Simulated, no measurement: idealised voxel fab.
process module | voxel air gaps
FYI the section here is cut, 270 nm wide, cells are 5 nm squares.
A cross-section is written here as square cells arranged in a grid, and it is given in bands from the top down, each band taking up one or more rows of cells.
For a band, the entry starts with two heights in nm, that of the top and then that of the bottom, and carries on with the band's materials in order from left to right, each alongside its width in nm; the word "edge to edge" beside a single material means it fills the band edge to edge, and "empty" means empty space.
Ref level 0: as-received wafer is one material below here. Bottom band extends down with no lower bound ("top 0, no bottom").
It should be noted that a width expressed as "30..40" varies in equal increments from row to row of cells within the band, taking the value of the first number at the top row and that of the second number at the bottom row.
A step reported as "no modifications" is a step in which no cell of the cross-section changed.
Empty spaces without an open route to the top, at least 8 cells in extent, make up the entry "Closed voids list"; each is given as width x height at distance, where the distance is measured from the left edge, and all are in nm.
Past the settings on a step's line: simulator remark, on that step.
"overlay nm" answers the question of how far to the right of plan the mask lay on a step that has a mask, and when it is negative the answer is to the left.

The following list gives the planned process steps:
1,RECEIVE [material Si]
2,CONFORMAL_DEP [material SiO2] [thk nm 10]
3,CONFORMAL_DEP [material SiN] [thk nm 5]
4,DIRECTIONAL_DEP [material lowk] [thk nm 30]
5,PATTERN [tone open] [mask id LINES] [material resist] [width nm 20] [pitch nm 45] [thk nm 20] [overlay nm 0]
6,DIRECTIONAL_ETCH [etch materials lowk] [depth nm 30]
7,STRIP [etch materials resist]
8,CONFORMAL_DEP [material TiN] [thk nm 5]
9,FILL_DEP [material Ru] [thk nm 10]
10,CMP [height nm 45]
11,EPI [material Ru] [thk nm 10]
12,SELECTIVE_ETCH [etch materials lowk] [depth nm 40]
13,CONFORMAL_DEP [material SiCN] [thk nm 5]

First wafer, as planned:

As-received state of the wafer in cross-section, equivalent to post-step 1:
    top 0, no bottom: Si edge to edge
    Closed voids list: none

Take a look at the wafer's cross-section after step 2:
    top 10, bottom 0: SiO2 edge to edge
    All layers under 0 are left as they were.

Take a look at the wafer's cross-section after step 3:
    top 15, bottom 10: SiN edge to edge
    All layers under 10 are left as they were.

Take a look at the wafer's cross-section after step 4:
    top 45, bottom 15: lowk edge to edge
    All layers under 15 are left as they were.

Take a look at the wafer's cross-section after step 5:
    top 65, bottom 45: 80 resist, 20 empty, 25 resist, 20 empty, 25 resist, 20 empty, 80 resist
    All layers under 45 are left as they were.

Take a look at the wafer's cross-section after step 6:
    top 65, bottom 45: 80 resist, 20 empty, 25 resist, 20 empty, 25 resist, 20 empty, 80 resist
    top 45, bottom 15: 80 lowk, 20 empty, 25 lowk, 20 empty, 25 lowk, 20 empty, 80 lowk
    All layers under 15 are left as they were.

Take a look at the wafer's cross-section after step 7:
    top 45, bottom 15: 80 lowk, 20 empty, 25 lowk, 20 empty, 25 lowk, 20 empty, 80 lowk
    All layers under 15 are left as they were.

Take a look at the wafer's cross-section after step 8:
    top 50, bottom 45: 85 TiN, 10 empty, 35 TiN, 10 empty, 35 TiN, 10 empty, 85 TiN
    top 45, bottom 20: 80 lowk, 5 TiN, 10 empty, 5 TiN, 25 lowk, 5 TiN, 10 empty, 5 TiN, 25 lowk, 5 TiN, 10 empty, 5 TiN, 80 lowk
    top 20, bottom 15: 80 lowk, 20 TiN, 25 lowk, 20 TiN, 25 lowk, 20 TiN, 80 lowk
    All layers under 15 are left as they were.

Take a look at the wafer's cross-section after step 9:
    top 60, bottom 50: Ru edge to edge
    top 50, bottom 45: 85 TiN, 10 Ru, 35 TiN, 10 Ru, 35 TiN, 10 Ru, 85 TiN
    top 45, bottom 20: 80 lowk, 5 TiN, 10 Ru, 5 TiN, 25 lowk, 5 TiN, 10 Ru, 5 TiN, 25 lowk, 5 TiN, 10 Ru, 5 TiN, 80 lowk
    All layers under 20 are left as they were.

Take a look at the wafer's cross-section after step 10:
    top 45, bottom 20: 80 lowk, 5 TiN, 10 Ru, 5 TiN, 25 lowk, 5 TiN, 10 Ru, 5 TiN, 25 lowk, 5 TiN, 10 Ru, 5 TiN, 80 lowk
    All layers under 20 are left as they were.

Take a look at the wafer's cross-section after step 11:
    top 55, bottom 45: 70 empty, 40 Ru, 5 empty, 40 Ru, 5 empty, 40 Ru, 70 empty
    All layers under 45 are left as they were.

Take a look at the wafer's cross-section after step 12:
    top 55, bottom 45: 70 empty, 40 Ru, 5 empty, 40 Ru, 5 empty, 40 Ru, 70 empty
    top 45, bottom 20: 80 empty, 5 TiN, 10 Ru, 5 TiN, 25 empty, 5 TiN, 10 Ru, 5 TiN, 25 empty, 5 TiN, 10 Ru, 5 TiN, 80 empty
    top 20, bottom 15: 80 empty, 20 TiN, 25 empty, 20 TiN, 25 empty, 20 TiN, 80 empty
    All layers under 15 are left as they were.

Take a look at the wafer's cross-section after step 13:
    top 60, bottom 55: 65 empty, 140 SiCN, 65 empty
    top 55, bottom 45: 65 empty, 5 SiCN, 40 Ru, 5 SiCN, 40 Ru, 5 SiCN, 40 Ru, 5 SiCN, 65 empty
    top 45, bottom 40: 65 empty, 15 SiCN, 5 TiN, 10 Ru, 5 TiN, 25 SiCN, 5 TiN, 10 Ru, 5 TiN, 25 SiCN, 5 TiN, 10 Ru, 5 TiN, 15 SiCN, 65 empty
    top 40, bottom 20: 75 empty, 5 SiCN, 5 TiN, 10 Ru, 5 TiN, 5 SiCN, 15 empty, 5 SiCN, 5 TiN, 10 Ru, 5 TiN, 5 SiCN, 15 empty, 5 SiCN, 5 TiN, 10 Ru, 5 TiN, 5 SiCN, 75 empty
    top 20, bottom 15: 80 SiCN, 20 TiN, 25 SiCN, 20 TiN, 25 SiCN, 20 TiN, 80 SiCN
    All layers under 15 are left as they were.
    Closed voids list: 15 x 20 at 105; 15 x 20 at 150

Second Wafer (Identical Start and Plan, One Processing Error; Matches First Wafer Through Step 4):

At the planned end of step 5, the second wafer in cross-section:
    top 65, bottom 45: 80 resist, 25 empty, 20 resist, 25 empty, 20 resist, 25 empty, 75 resist
    All layers under 45 are left as they were.

At the planned end of step 6, the second wafer in cross-section:
    top 65, bottom 45: 80 resist, 25 empty, 20 resist, 25 empty, 20 resist, 25 empty, 75 resist
    top 45, bottom 15: 80 lowk, 25 empty, 20 lowk, 25 empty, 20 lowk, 25 empty, 75 lowk
    All layers under 15 are left as they were.

At the planned end of step 7, the second wafer in cross-section:
    top 45, bottom 15: 80 lowk, 25 empty, 20 lowk, 25 empty, 20 lowk, 25 empty, 75 lowk
    All layers under 15 are left as they were.

At the planned end of step 8, the second wafer in cross-section:
    top 50, bottom 45: 85 TiN, 15 empty, 30 TiN, 15 empty, 30 TiN, 15 empty, 80 TiN
    top 45, bottom 20: 80 lowk, 5 TiN, 15 empty, 5 TiN, 20 lowk, 5 TiN, 15 empty, 5 TiN, 20 lowk, 5 TiN, 15 empty, 5 TiN, 75 lowk
    top 20, bottom 15: 80 lowk, 25 TiN, 20 lowk, 25 TiN, 20 lowk, 25 TiN, 75 lowk
    All layers under 15 are left as they were.

At the planned end of step 9, the second wafer in cross-section:
    top 60, bottom 50: Ru edge to edge
    top 50, bottom 45: 85 TiN, 15 Ru, 30 TiN, 15 Ru, 30 TiN, 15 Ru, 80 TiN
    top 45, bottom 20: 80 lowk, 5 TiN, 15 Ru, 5 TiN, 20 lowk, 5 TiN, 15 Ru, 5 TiN, 20 lowk, 5 TiN, 15 Ru, 5 TiN, 75 lowk
    All layers under 20 are left as they were.

At the planned end of step 10, the second wafer in cross-section:
    top 45, bottom 20: 80 lowk, 5 TiN, 15 Ru, 5 TiN, 20 lowk, 5 TiN, 15 Ru, 5 TiN, 20 lowk, 5 TiN, 15 Ru, 5 TiN, 75 lowk
    All layers under 20 are left as they were.

At the planned end of step 11, the second wafer in cross-section:
    top 55, bottom 45: 70 empty, 135 Ru, 65 empty
    All layers under 45 are left as they were.

At the planned end of step 12, the second wafer in cross-section:
    top 55, bottom 45: 70 empty, 135 Ru, 65 empty
    top 45, bottom 20: 80 empty, 5 TiN, 15 Ru, 5 TiN, 20 lowk, 5 TiN, 15 Ru, 5 TiN, 20 lowk, 5 TiN, 15 Ru, 5 TiN, 75 empty
    top 20, bottom 15: 80 empty, 25 TiN, 20 lowk, 25 TiN, 20 lowk, 25 TiN, 75 empty
    All layers under 15 are left as they were.

At the planned end of step 13, the second wafer in cross-section:
    top 60, bottom 55: 65 empty, 145 SiCN, 60 empty
    top 55, bottom 45: 65 empty, 5 SiCN, 135 Ru, 5 SiCN, 60 empty
    top 45, bottom 40: 65 empty, 15 SiCN, 5 TiN, 15 Ru, 5 TiN, 20 lowk, 5 TiN, 15 Ru, 5 TiN, 20 lowk, 5 TiN, 15 Ru, 5 TiN, 15 SiCN, 60 empty
    top 40, bottom 20: 75 empty, 5 SiCN, 5 TiN, 15 Ru, 5 TiN, 20 lowk, 5 TiN, 15 Ru, 5 TiN, 20 lowk, 5 TiN, 15 Ru, 5 TiN, 5 SiCN, 70 empty
    top 20, bottom 15: 80 SiCN, 25 TiN, 20 lowk, 25 TiN, 20 lowk, 25 TiN, 75 SiCN
    All layers under 15 are left as they were.
Misprocessing identified: step 5 ran with different settings than intended, the actual operation and settings being PATTERN [tone open] [mask id LINES] [material resist] [width nm 25] [pitch nm 45] [thk nm 20] [overlay nm 0]
FYI, end of process, the second wafer has more or fewer cells of some materials than the first: +21 Ru | -40 SiCN | +3 TiN | +48 lowk
At process end, closed voids number 2 in the first wafer and 0 in the second wafer.
